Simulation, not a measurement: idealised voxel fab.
Proc. module: voxel double patterning
Each square cell in cross-section cut measures 5 nm, and the section as a whole is 150 nm wide.
Format of a cross-section: grid, square cells. Given as bands. Order: top down. Band: one or more rows of cells. The band entry comprises the height of the band's top followed by the height of its bottom, expressed in nm, and subsequently the band's materials from left to right, each stated together with its width in nm. Where a single material is marked with the word "throughout", that material fills the band from edge to edge. The word "blank" represents empty space. All heights in this document are referenced to 0, defined as the level beneath which the wafer, as received, consists entirely of one material. The lowest band is not bounded below; it extends indefinitely downward and is written in the form "0..down". Note: "30->40" means the width goes from the first number (top row of the band) to the second number (bottom row) in equal steps per row of cells. Any step labelled "remained the same" changed none of the cells in the cross-section. Entry "Tabulated closed voids" = empty spaces >= 8 cells with no open way to the top; each as width x height at distance, distance from left edge, all nm. Where a step's line continues beyond its settings, the continuation is a remark by the simulator itself on that step. overlay nm: step with mask; distance mask lay right of planned place; negative value = left of planned place.
# plan
1. RECEIVE: material Si
2. CONFORMAL_DEP: material SiO2, thk nm 10
3. DIRECTIONAL_DEP: material TiN, thk nm 10
4. DIRECTIONAL_DEP: material SiN, thk nm 5
5. MASKED_ETCH: tone open, mask id FIRST, width nm 15, pitch nm 50, etch materials SiN, depth nm 5, overlay nm 0
6. DIRECTIONAL_DEP: material aC, thk nm 15
7. PATTERN: tone open, mask id SECOND, material resist, width nm 15, pitch nm 50, thk nm 35, overlay nm 0
8. DIRECTIONAL_ETCH: etch materials aC, depth nm 15
9. STRIP: etch materials resist
10. DIRECTIONAL_ETCH: etch materials SiN, depth nm 5
11. STRIP: etch materials aC
12. DIRECTIONAL_ETCH: etch materials TiN, depth nm 10
13. STRIP: etch materials SiN
# Here's what the wafer looked like in cross-section when it arrived - that's after step 1
  0..down | Si throughout
  Tabulated closed voids: none
# One mistake in running the module, otherwise start and plan as above: cross-section at the end
  10..0 | 15 TiN, then 15 blank, then 10 TiN, then 15 blank, then 10 TiN, then 15 blank, then 10 TiN, then 15 blank, then 10 TiN, then 15 blank, then 20 TiN
  0..down | Si throughout
  Tabulated closed voids: none
Here's what went sideways: step 2 of the plan got skipped, so it never ran
